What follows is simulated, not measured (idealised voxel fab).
The following process module bears the name voxel spacer lines.
Cross-sectional view cut (width: 215 nm; square cell size: 5 nm).
Square cells in a grid make up a cross-section in this document, and the grid is given as bands, listed from the top down, each one or more rows of cells.
Read a band's entry like this: the first values are the height of its top and the height of its bottom in nm, and what follows is the sequence of materials from left to right, each with its width in nm. Note that "blank" is empty space, and that a single material marked "edge to edge" reaches across the band from edge to edge.
Heights are expressed relative to 0, this being the level below which the as-received wafer comprises one material exclusively. The lowest band is unbounded in the downward direction and is denoted as in "0 -> down".
The notation "30 to 40" denotes a width that varies across the rows of cells in the band, beginning at the first number in the top row, finishing at the second number in the bottom row, and changing by an identical amount from each row to the next.
What does "nothing got changed" mean for a step? It means no cell of the cross-section changed in that step.
In the "Closed void table" entry, you get each enclosed empty space of 8 cells or more, one with no open way to the top, written width x height at distance, distance from the left edge, in nm.
Post-settings text on a step line: simulator's own remark regarding the step.
overlay nm: how far to the right of its planned place the mask lay on this masked step (negative: to the left).

Below is the list of planned process steps
1,RECEIVE (material Si)
2,CONFORMAL_DEP (material Al2O3; thk nm 10)
3,DIRECTIONAL_DEP (material SiN; thk nm 15)
4,DIRECTIONAL_DEP (material polySi; thk nm 30)
5,PATTERN (tone cover; mask id MANDREL; material resist; width nm 20; pitch nm 60; thk nm 35; overlay nm 0)
6,DIRECTIONAL_ETCH (etch materials polySi; depth nm 30)
7,STRIP (etch materials resist)
8,CONFORMAL_DEP (material SiO2; thk nm 10)
9,DIRECTIONAL_ETCH (etch materials SiO2; depth nm 10)
10,STRIP (etch materials polySi)
11,DIRECTIONAL_ETCH (etch materials SiN; depth nm 15)
12,STRIP (etch materials SiO2)

Shown in cross-section is the wafer as received, that is, as it stands after step 1
  0 -> down  Si edge to edge
  Closed void table: none

Run as planned - first of the two wafers cross-sectioned at the end of the module
  25 -> 10  blank: 55 | SiN: 10 | blank: 20 | SiN: 10 | blank: 20 | SiN: 10 | blank: 20 | SiN: 10 | blank: 60
  10 -> 0  Al2O3 edge to edge
  0 -> down  Si edge to edge
  Closed void table: none

Second wafer of the two, sectioned at the end of the module. It began like the first and followed the same plan, but one mistake was made while running it
  25 -> 10  blank: 50 | SiN: 10 | blank: 20 | SiN: 10 | blank: 20 | SiN: 10 | blank: 20 | SiN: 10 | blank: 65
  10 -> 0  Al2O3 edge to edge
  0 -> down  Si edge to edge
  Closed void table: none
What was done differently from what was planned? for step 5, the planned setting was not used; the step was instead run as PATTERN (tone cover; mask id MANDREL; material resist; width nm 20; pitch nm 60; thk nm 35; overlay nm -5)
At the end, each material covers as many cells on the second wafer as it does on the first, though the cells it covers are elsewhere.
